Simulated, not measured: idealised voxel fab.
Herein follows the process module entitled voxel capacitor over wiring.
Displayed cross-section: cut, width of 265 nm, square cells sized 5 nm.
This document writes a cross-section as a grid whose cells are square, and gives it as bands, listed from the top down; one or more rows of cells form a band.
Look at the band entry: it leads with the top's height and the bottom's height in nm. Then it lists the materials left to right, with a width in nm for each. The word "full width" on a single material says that material fills the band edge to edge. The word "blank" is empty space.
Counting heights begins at 0, where everything beneath is, in the wafer as received, one material. The lowest band has no bottom; it goes on downwards, as "from 0 down" shows.
Quick explanation for "30..40": the width changes in equal steps down the rows of cells, from the first number in the band's top row to the second number in its bottom row.
It should be understood that the words "remains unaltered", when stated for a given step, signify that the cross-section underwent no change in any of its cells during that step.
The list in "Closed internal cavities" covers empty spaces of 8 cells or more that cannot reach the top through any open way, and it gives each as width x height at distance; the distance is from the left edge, and width, height and distance are in nm.
Note: text after step settings on the step line = simulator remark on that step.
overlay nm, on a step with a mask: how far to the right of its planned place the mask lay; to the left if negative
LIST OF PLANNED PROCESS STEPS
- 1: RECEIVE, material Si
- 2: CONFORMAL_DEP, material SiO2, thk nm 15
- 3: DIRECTIONAL_DEP, material TiN, thk nm 5
- 4: DIRECTIONAL_DEP, material W, thk nm 15
- 5: DIRECTIONAL_DEP, material aC, thk nm 10
- 6: PATTERN, tone cover, mask id METAL_1, material resist, width nm 25, pitch nm 90, thk nm 25, overlay nm 0
- 7: DIRECTIONAL_ETCH, etch materials aC, depth nm 10
- 8: STRIP, etch materials resist
- 9: DIRECTIONAL_ETCH, etch materials W, depth nm 15
- 10: DIRECTIONAL_ETCH, etch materials TiN, depth nm 5
- 11: STRIP, etch materials aC
- 12: CONFORMAL_DEP, material SiN, thk nm 5
- 13: FILL_DEP, material SiO2, thk nm 5
- 14: CMP, height nm 35
- 15: CONFORMAL_DEP, material SiCN, thk nm 5
- 16: DIRECTIONAL_DEP, material lowk, thk nm 10
- 17: MASKED_ETCH, tone open, mask id PLUG_1, width nm 15, etch materials lowk, depth nm 10, overlay nm 0
- 18: MASKED_ETCH, tone open, mask id PLUG_1, width nm 15, etch materials SiCN, depth nm 5, overlay nm 0
- 19: CONFORMAL_DEP, material TiN, thk nm 5
- 20: FILL_DEP, material Cu, thk nm 5
- 21: CMP, height nm 50
- 22: DIRECTIONAL_DEP, material TiN, thk nm 10
- 23: DIRECTIONAL_DEP, material SiN, thk nm 5
- 24: DIRECTIONAL_DEP, material TiN, thk nm 10
- 25: MASKED_ETCH, tone cover, mask id UPPER_PLATE, width nm 70, etch materials TiN, depth nm 10, overlay nm 0
- 26: MASKED_ETCH, tone cover, mask id UPPER_PLATE, width nm 70, etch materials SiN, depth nm 5, overlay nm 0
- 27: DIRECTIONAL_DEP, material aC, thk nm 10
- 28: PATTERN, tone cover, mask id LOWER_PLATE, material resist, width nm 80, thk nm 30, overlay nm 0
- 29: DIRECTIONAL_ETCH, etch materials aC, depth nm 10
- 30: STRIP, etch materials resist
- 31: DIRECTIONAL_ETCH, etch materials TiN, depth nm 10
- 32: STRIP, etch materials aC
- 33: FILL_DEP, material SiO2, thk nm 15
- 34: CMP, height nm 85
- 35: PATTERN, tone open, mask id PLUG_2, material resist, width nm 15, thk nm 15, overlay nm 0
- 36: DIRECTIONAL_ETCH, etch materials SiO2, depth nm 10
- 37: STRIP, etch materials resist
- 38: CONFORMAL_DEP, material TiN, thk nm 5
- 39: FILL_DEP, material W, thk nm 5
- 40: CMP, height nm 85
- 41: CONFORMAL_DEP, material SiCN, thk nm 5
THE CROSS-SECTION HERE SHOWS THE WAFER AS RECEIVED, I.E. IN ITS STATE AFTER STEP 1
from 0 down = Si full width
Closed internal cavities: none
CROSS-SECTIONAL RESULT AFTER MODULE COMPLETION. NOTE: STARTING CONDITION AND PLAN ARE UNCHANGED FROM ABOVE; ONE PROCESSING MISTAKE WAS MADE
from 90 to 85 = SiCN full width
from 85 to 80 = SiO2 95 nm | TiN 5 nm | W 5 nm | TiN 5 nm | SiO2 155 nm
from 80 to 75 = SiO2 95 nm | TiN 15 nm | SiO2 155 nm
from 75 to 65 = SiO2 85 nm | TiN 70 nm | SiO2 110 nm
from 65 to 60 = SiO2 85 nm | SiN 70 nm | SiO2 110 nm
from 60 to 50 = SiO2 80 nm | TiN 80 nm | SiO2 105 nm
from 50 to 40 = lowk 85 nm | TiN 5 nm | Cu 5 nm | TiN 5 nm | lowk 165 nm
from 40 to 35 = SiCN 85 nm | TiN 15 nm | SiCN 165 nm
from 35 to 30 = SiN 75 nm | TiN 25 nm | SiN 65 nm | TiN 25 nm | SiN 75 nm
from 30 to 0 = SiO2 full width
from 0 down = Si full width
Closed internal cavities: none
Deviation noted in wafer processing: step 2 in the plan was executed twice
